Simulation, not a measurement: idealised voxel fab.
Module name: voxel gate over fins (process module)
Pictured: cross-section cut, 285 nm wide, on a grid of 5 nm square cells.
Cross-sections here: square-cell grids, written as top-down lists of bands, a band being one or more rows of cells.
The band entry comprises the height of the band's top followed by the height of its bottom, expressed in nm, and subsequently the band's materials from left to right, each stated together with its width in nm. Where a single material is marked with the word "edge to edge", that material fills the band from edge to edge. The word "empty" represents empty space.
Height is counted from the level 0, under which the received wafer is composed throughout of one material. The lowest of the bands is not closed at the bottom but continues downward, in the notation "top 0, no bottom".
Top row gets the first number, bottom row gets the second, and each row in between changes by the same step: that is how a band width like "30 to 40" works.
Take "no change" at face value: in the step it is given for, the cross-section changed in none of its cells.
In the "Unvented internal voids" entry, you get each enclosed empty space of 8 cells or more, one with no open way to the top, written width x height at distance, distance from the left edge, in nm.
What comes after the settings on a step's line is commentary from the simulator itself on that step.
"overlay nm" on a masked step: distance the mask lay right of its planned place, negative for left.
**The following list gives the planned process steps**
- 1: op RECEIVE | material Si
- 2: op CONFORMAL_DEP | material SiN | thk nm 10
- 3: op PATTERN | tone cover | mask id FINS | material resist | width nm 15 | pitch nm 40 | thk nm 15 | overlay nm 0
- 4: op DIRECTIONAL_ETCH | etch materials SiN | depth nm 10
- 5: op DIRECTIONAL_ETCH | etch materials Si | depth nm 30
- 6: op STRIP | etch materials resist
- 7: op FILL_DEP | material SiO2 | thk nm 5
- 8: op CMP | height nm 10
- 9: op SELECTIVE_ETCH | etch materials SiO2 | depth nm 25
- 10: op STRIP | etch materials SiN
- 11: op CONFORMAL_DEP | material HfO2 | thk nm 5
- 12: op CONFORMAL_DEP | material TiN | thk nm 5
- 13: op FILL_DEP | material W | thk nm 10
- 14: op CMP | height nm 15
- 15: op CONFORMAL_DEP | material SiCN | thk nm 10
**Step 1 complete: cross-section of the wafer as received**
* top 0, no bottom  Si edge to edge
* Unvented internal voids: none
**Cross-section: first of two wafers, module finished, run according to plan**
* top 25, bottom 15  SiCN edge to edge
* top 15, bottom 10  W edge to edge
* top 10, bottom 5  W: 105  TiN: 35  W: 5  TiN: 35  W: 105
* top 5, bottom 0  W: 105  TiN: 5  HfO2: 25  TiN: 5  W: 5  TiN: 5  HfO2: 25  TiN: 5  W: 105
* top 0, bottom -5  W: 105  TiN: 5  HfO2: 5  Si: 15  HfO2: 5  TiN: 5  W: 5  TiN: 5  HfO2: 5  Si: 15  HfO2: 5  TiN: 5  W: 105
* top -5, bottom -10  TiN: 110  HfO2: 5  Si: 15  HfO2: 5  TiN: 15  HfO2: 5  Si: 15  HfO2: 5  TiN: 110
* top -10, bottom -15  HfO2: 115  Si: 15  HfO2: 25  Si: 15  HfO2: 115
* top -15, bottom -30  SiO2: 115  Si: 15  SiO2: 25  Si: 15  SiO2: 115
* top -30, no bottom  Si edge to edge
* Unvented internal voids: none
**Now the second wafer, cross-sectioned at the end of the module. Nothing different at the start, nothing different in the plan compared with the first, just one mistake when it was actually run**
* top 25, bottom 15  SiCN edge to edge
* top 15, bottom 10  W edge to edge
* top 10, bottom 5  W: 115  TiN: 35  W: 5  TiN: 35  W: 95
* top 5, bottom 0  W: 115  TiN: 5  HfO2: 25  TiN: 5  W: 5  TiN: 5  HfO2: 25  TiN: 5  W: 95
* top 0, bottom -5  W: 115  TiN: 5  HfO2: 5  Si: 15  HfO2: 5  TiN: 5  W: 5  TiN: 5  HfO2: 5  Si: 15  HfO2: 5  TiN: 5  W: 95
* top -5, bottom -10  TiN: 120  HfO2: 5  Si: 15  HfO2: 5  TiN: 15  HfO2: 5  Si: 15  HfO2: 5  TiN: 100
* top -10, bottom -15  HfO2: 125  Si: 15  HfO2: 25  Si: 15  HfO2: 105
* top -15, bottom -30  SiO2: 125  Si: 15  SiO2: 25  Si: 15  SiO2: 105
* top -30, no bottom  Si edge to edge
* Unvented internal voids: none
Processing error: the process deviated at step 3: the operation and settings actually run there were op PATTERN | tone cover | mask id FINS | material resist | width nm 15 | pitch nm 40 | thk nm 15 | overlay nm 10
Cell counts per material: same on both final wafers. Positions: different.
